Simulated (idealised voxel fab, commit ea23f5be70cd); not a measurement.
Module name: voxel capacitor over wiring (process module)
Xsec cut, 165 nm wide, square cell size 5 nm.
When this document writes out a cross-section, it uses a grid of square cells and lists it as bands, beginning at the top and moving down, with a band standing for one or more rows of cells. Within each band entry, the heights of the top and of the bottom of the band appear first, in that order and in nm; the materials of the band then follow from left to right, each with its corresponding width in nm. The designation "full width" on a single material indicates that it fills the band from edge to edge; the designation "blank" indicates empty space. Heads up on the height convention: 0 is the point under which the incoming wafer is all one material, and the lowest band has no bottom, it just keeps going down, like "0 -> down". Quick explanation for "30..40": the width changes in equal steps down the rows of cells, from the first number in the band's top row to the second number in its bottom row. No cell of the cross-section changed in a step that is given as "no alterations made". This entry, "Voids, enclosed", enumerates those empty regions of no fewer than 8 cells that possess no open connection to the top. Each region is reported in the form width x height at distance, the distance being taken from the left edge, with all three quantities expressed in nm. If you see something after the settings on a step's line, that's the simulator's own remark about that step. A step's line can hold "overlay nm"; with a mask on that step, the setting says how far right of the planned place the mask lay, while a negative setting says it lay to the left.
plan
1 RECEIVE,material Si
2 CONFORMAL_DEP,material SiO2,thk nm 10
3 DIRECTIONAL_DEP,material TiN,thk nm 5
4 DIRECTIONAL_DEP,material W,thk nm 15
5 PATTERN,tone cover,mask id METAL_1,material resist,width nm 30,pitch nm 85,thk nm 15,overlay nm 0
6 DIRECTIONAL_ETCH,etch materials W,depth nm 15
7 DIRECTIONAL_ETCH,etch materials TiN,depth nm 5
8 STRIP,etch materials resist
9 FILL_DEP,material SiO2,thk nm 5
10 CMP,height nm 30
11 CONFORMAL_DEP,material SiCN,thk nm 5
12 DIRECTIONAL_DEP,material SiO2,thk nm 10
13 MASKED_ETCH,tone open,mask id PLUG_1,width nm 15,etch materials SiO2,depth nm 10,overlay nm 0
14 MASKED_ETCH,tone open,mask id PLUG_1,width nm 15,etch materials SiCN,depth nm 5,overlay nm 0
15 EPI,material Ru,thk nm 10
16 EPI,material Ru,thk nm 5
17 DIRECTIONAL_DEP,material TiN,thk nm 5
18 DIRECTIONAL_DEP,material SiN,thk nm 5
19 DIRECTIONAL_DEP,material TiN,thk nm 5
20 MASKED_ETCH,tone cover,mask id UPPER_PLATE,width nm 60,etch materials TiN,depth nm 5,overlay nm 0
21 MASKED_ETCH,tone cover,mask id UPPER_PLATE,width nm 60,etch materials SiN,depth nm 5,overlay nm 0
22 MASKED_ETCH,tone cover,mask id LOWER_PLATE,width nm 70,etch materials TiN,depth nm 5,overlay nm 0
23 FILL_DEP,material SiO2,thk nm 20
24 CMP,height nm 75
25 PATTERN,tone open,mask id PLUG_2,material resist,width nm 15,thk nm 20,overlay nm 0
26 DIRECTIONAL_ETCH,etch materials SiO2,depth nm 15
27 STRIP,etch materials resist
28 CONFORMAL_DEP,material TiN,thk nm 5
29 FILL_DEP,material W,thk nm 5
30 CMP,height nm 75
31 CONFORMAL_DEP,material SiN,thk nm 5
Wafer at receipt (post step 1), cross-section
0 -> down  Si full width
Voids, enclosed: none
End-of-module cross-section. Starting structure and process plan as above; one mistake made in running it
80 -> 75  SiN full width
75 -> 65  SiO2 (50) / TiN (5) / W (5) / TiN (5) / SiO2 (100)
65 -> 60  SiO2 (50) / TiN (15) / SiO2 (100)
60 -> 55  SiO2 (35) / TiN (5) / SiO2 (60) / TiN (5) / SiO2 (60)
55 -> 50  SiN full width
50 -> 45  TiN full width
45 -> 35  SiO2 (40) / Ru (15) / SiO2 (110)
35 -> 30  SiCN (40) / Ru (15) / SiCN (110)
30 -> 15  SiO2 (25) / W (30) / SiO2 (55) / W (30) / SiO2 (25)
15 -> 10  SiO2 (25) / TiN (30) / SiO2 (55) / TiN (30) / SiO2 (25)
10 -> 0  SiO2 full width
0 -> down  Si full width
Voids, enclosed: none
what went wrong: step 20 went in with a setting other than planned; the actual run was MASKED_ETCH,tone open,mask id UPPER_PLATE,width nm 60,etch materials TiN,depth nm 5,overlay nm 0
